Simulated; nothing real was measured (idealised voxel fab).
process module | voxel self aligned contacts
cross-section cut | 295 nm wide | cells 5 nm
A cross-section is a grid of square cells, given in bands from the top down. A band is one or more rows of cells.
Each band's line starts with the height of the band's top and of its bottom, in nm. Then come its materials from left to right, each with its width in nm. One material with "throughout" fills the band from edge to edge. "air" is empty space.
Height 0 is the level under which the wafer as received is all one material. The lowest band goes on downwards, as in "0 down".
A width such as "30 to 40" changes by the same amount from each row of cells to the next, from the band's top row to its bottom row.
"no change" after a step means that no cell of the cross-section changed.
closed voids: empty space of 8 cells or more with no open way to the top, each as width x height at its distance from the left edge, in nm
after a step's settings: what the simulator itself notes on the step
overlay nm, on a step with a mask: how far to the right of its planned place the mask lay; to the left if negative
plan
1 op RECEIVE | material Si
2 op CONFORMAL_DEP | material SiO2 | thk nm 5
3 op DIRECTIONAL_DEP | material polySi | thk nm 20
4 op DIRECTIONAL_DEP | material SiN | thk nm 25
5 op DIRECTIONAL_DEP | material aC | thk nm 15
6 op PATTERN | tone cover | mask id GATE | material resist | width nm 25 | pitch nm 65 | thk nm 30 | overlay nm 0
7 op DIRECTIONAL_ETCH | etch materials aC | depth nm 15
8 op STRIP | etch materials resist
9 op DIRECTIONAL_ETCH | etch materials SiN | depth nm 25
10 op DIRECTIONAL_ETCH | etch materials polySi | depth nm 20
11 op STRIP | etch materials aC
12 op CONFORMAL_DEP | material SiN | thk nm 10
13 op DIRECTIONAL_ETCH | etch materials SiN | depth nm 10
14 op FILL_DEP | material SiO2 | thk nm 15
15 op CMP | height nm 60
16 op DIRECTIONAL_DEP | material aC | thk nm 10
17 op PATTERN | tone open | mask id CONTACT | material resist | width nm 50 | pitch nm 65 | thk nm 25 | overlay nm 0
18 op DIRECTIONAL_ETCH | etch materials aC | depth nm 10
19 op STRIP | etch materials resist
20 op DIRECTIONAL_ETCH | etch materials SiO2 | depth nm 60
21 op STRIP | etch materials aC
22 op CONFORMAL_DEP | material TiN | thk nm 5
23 op FILL_DEP | material Ru | thk nm 10
24 op CMP | height nm 60
25 op CONFORMAL_DEP | material SiN | thk nm 5
as received, after step 1
  0 down: Si throughout
  closed voids: none
first wafer at the end, as planned
  65 to 60: SiN throughout
  60 to 50: SiO2 90 | TiN 5 to 20 | Ru 40 to 10 | TiN 5 to 20 | SiO2 15 | TiN 5 to 20 | Ru 40 to 10 | TiN 5 to 20 | SiO2 90
  50 to 25: SiO2 60 | SiN 45 | TiN 5 | Ru 10 | TiN 5 | SiN 45 | TiN 5 | Ru 10 | TiN 5 | SiN 45 | SiO2 60
  25 to 5: SiO2 60 | SiN 10 | polySi 25 | SiN 10 | TiN 5 | Ru 10 | TiN 5 | SiN 10 | polySi 25 | SiN 10 | TiN 5 | Ru 10 | TiN 5 | SiN 10 | polySi 25 | SiN 10 | SiO2 60
  5 to 0: SiO2 105 | TiN 20 | SiO2 45 | TiN 20 | SiO2 105
  0 down: Si throughout
  closed voids: none
second wafer at the end: like start, like plan, one mistake
  65 to 60: polySi throughout
  60 to 50: SiO2 90 | TiN 5 to 20 | Ru 40 to 10 | TiN 5 to 20 | SiO2 15 | TiN 5 to 20 | Ru 40 to 10 | TiN 5 to 20 | SiO2 90
  50 to 25: SiO2 60 | SiN 45 | TiN 5 | Ru 10 | TiN 5 | SiN 45 | TiN 5 | Ru 10 | TiN 5 | SiN 45 | SiO2 60
  25 to 5: SiO2 60 | SiN 10 | polySi 25 | SiN 10 | TiN 5 | Ru 10 | TiN 5 | SiN 10 | polySi 25 | SiN 10 | TiN 5 | Ru 10 | TiN 5 | SiN 10 | polySi 25 | SiN 10 | SiO2 60
  5 to 0: SiO2 105 | TiN 20 | SiO2 45 | TiN 20 | SiO2 105
  0 down: Si throughout
  closed voids: none
what went wrong: step 25 ran as: op CONFORMAL_DEP | material polySi | thk nm 5
at the end the second wafer has, in cells: 59 fewer of SiN | 59 more of polySi
